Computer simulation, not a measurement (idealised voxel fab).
Documented hereafter: the process module known as voxel ribs on slabs.
The width of the displayed cross-section, cut, is 185 nm; its cells are square, with a size of 5 nm.
In what follows, cross-sections appear as grids of square cells, described through bands that run from the top down, where every band is one or more rows of cells.
In this notation a band is specified by the heights of its top and bottom, in that order and in nm, after which its materials appear from left to right, each paired with its width in nm. The word "full width" attached to a single material means that material fills the band from edge to edge; the word "blank" stands for empty space.
A quick word on heights: they are counted from 0, and under that level the wafer as it came to us is one material throughout. The lowest band is different from the rest in having no bottom; it simply continues downward, written as in "0 down".
Graded width ("30 to 40"): value in top row of band = first number; value in bottom row = second number; row-to-row change constant.
It should be understood that the words "nothing got changed", when stated for a given step, signify that the cross-section underwent no change in any of its cells during that step.
"Unvented voids": empty spaces of 8 cells or more with no open way to the top, each given as width x height at distance, distance from the left edge, all in nm.
Note: text after step settings on the step line = simulator remark on that step.
overlay nm: for a step with a mask, the amount by which the mask lay right of where it was planned; a negative amount means left of it.

Process steps - plan
1: RECEIVE: material Si
2: DIRECTIONAL_DEP: material SiO2, thk nm 30
3: DIRECTIONAL_DEP: material polySi, thk nm 20
4: MASKED_ETCH: tone cover, mask id RIB, width nm 15, etch materials polySi, depth nm 5, overlay nm 0
5: DIRECTIONAL_DEP: material aC, thk nm 15
6: PATTERN: tone cover, mask id SLAB, material resist, width nm 50, thk nm 30, overlay nm 0
7: DIRECTIONAL_ETCH: etch materials aC, depth nm 15
8: STRIP: etch materials resist
9: DIRECTIONAL_ETCH: etch materials polySi, depth nm 15
10: STRIP: etch materials aC
11: FILL_DEP: material SiO2, thk nm 20
12: CMP: height nm 60
13: DIRECTIONAL_DEP: material W, thk nm 5
14: MASKED_ETCH: tone cover, mask id HEATER, width nm 30, etch materials W, depth nm 5, overlay nm 0
15: CONFORMAL_DEP: material SiO2, thk nm 5
The wafers are alike at the start. At step 4, their width nm differs. The plan lists the first wafer's value.

Sectional view: first of several wafers, as received, after step 1
- 0 down | Si full width
- Unvented voids: none

Tabulated below, wafer by wafer, are the end-of-module results: for each material, the number of cells gained (+) or lost (-) relative to the as-received state, followed by the closed voids
width nm 15 | +450 SiO2 | +6 W | +33 polySi | Unvented voids: none
width nm 20 | +449 SiO2 | +6 W | +34 polySi | Unvented voids: none
width nm 25 | +448 SiO2 | +6 W | +35 polySi | Unvented voids: none
width nm 30 | +447 SiO2 | +6 W | +36 polySi | Unvented voids: none
width nm 35 | +446 SiO2 | +6 W | +37 polySi | Unvented voids: none
